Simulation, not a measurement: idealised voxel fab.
Documented hereafter: the process module known as voxel double patterning.
Displayed cross-section: cut, width of 260 nm, square cells sized 5 nm.
In what follows, cross-sections appear as grids of square cells, described through bands that run from the top down, where every band is one or more rows of cells.
This entry defines a band. It first specifies the height of the band's top and the height of its bottom in nm, and then specifies the band's materials from left to right, stating each material with its width in nm. The word "full width" identifies a single material that fills the band from edge to edge, while the word "air" identifies empty space.
Height reference: 0 = level under which incoming wafer is all one material. Lowest band: no bottom, runs on downward, e.g. "0 and below".
The notation "30..40" denotes a width that varies across the rows of cells in the band, beginning at the first number in the top row, finishing at the second number in the bottom row, and changing by an identical amount from each row to the next.
What does "no change" mean for a step? It means no cell of the cross-section changed in that step.
This entry, "Enclosed cavities", enumerates those empty regions of no fewer than 8 cells that possess no open connection to the top. Each region is reported in the form width x height at distance, the distance being taken from the left edge, with all three quantities expressed in nm.
Post-settings text on a step line: simulator's own remark regarding the step.
The line of a step may include "overlay nm". On a step with a mask, this value is how far to the right of its planned place the mask lay. A negative value means the mask lay to the left.

### Below is the list of planned process steps
1. RECEIVE: material Si
2. CONFORMAL_DEP: material SiO2, thk nm 5
3. DIRECTIONAL_DEP: material TiN, thk nm 10
4. DIRECTIONAL_DEP: material SiCN, thk nm 10
5. DIRECTIONAL_DEP: material aC, thk nm 10
6. PATTERN: tone open, mask id FIRST, material resist, width nm 15, pitch nm 50, thk nm 30, overlay nm 0
7. DIRECTIONAL_ETCH: etch materials aC, depth nm 10
8. STRIP: etch materials resist
9. DIRECTIONAL_ETCH: etch materials SiCN, depth nm 10
10. STRIP: etch materials aC
11. PATTERN: tone open, mask id SECOND, material resist, width nm 15, thk nm 15, overlay nm 0
12. DIRECTIONAL_ETCH: etch materials SiCN, depth nm 10
13. STRIP: etch materials resist
14. DIRECTIONAL_ETCH: etch materials TiN, depth nm 10
15. STRIP: etch materials SiCN

### This is the cross-section of the wafer as we received it, i.e. after step 1
	0 and below: Si full width
	Enclosed cavities: none

### End state of the module in cross-section, given the above starting point and plan and one mistake in execution
	10 down to 0: TiN 95, then air 15, then TiN 10, then air 15, then TiN 10, then air 15, then TiN 100
	0 and below: Si full width
	Enclosed cavities: none
Run error: the plan's step 2 went unexecuted, having been skipped
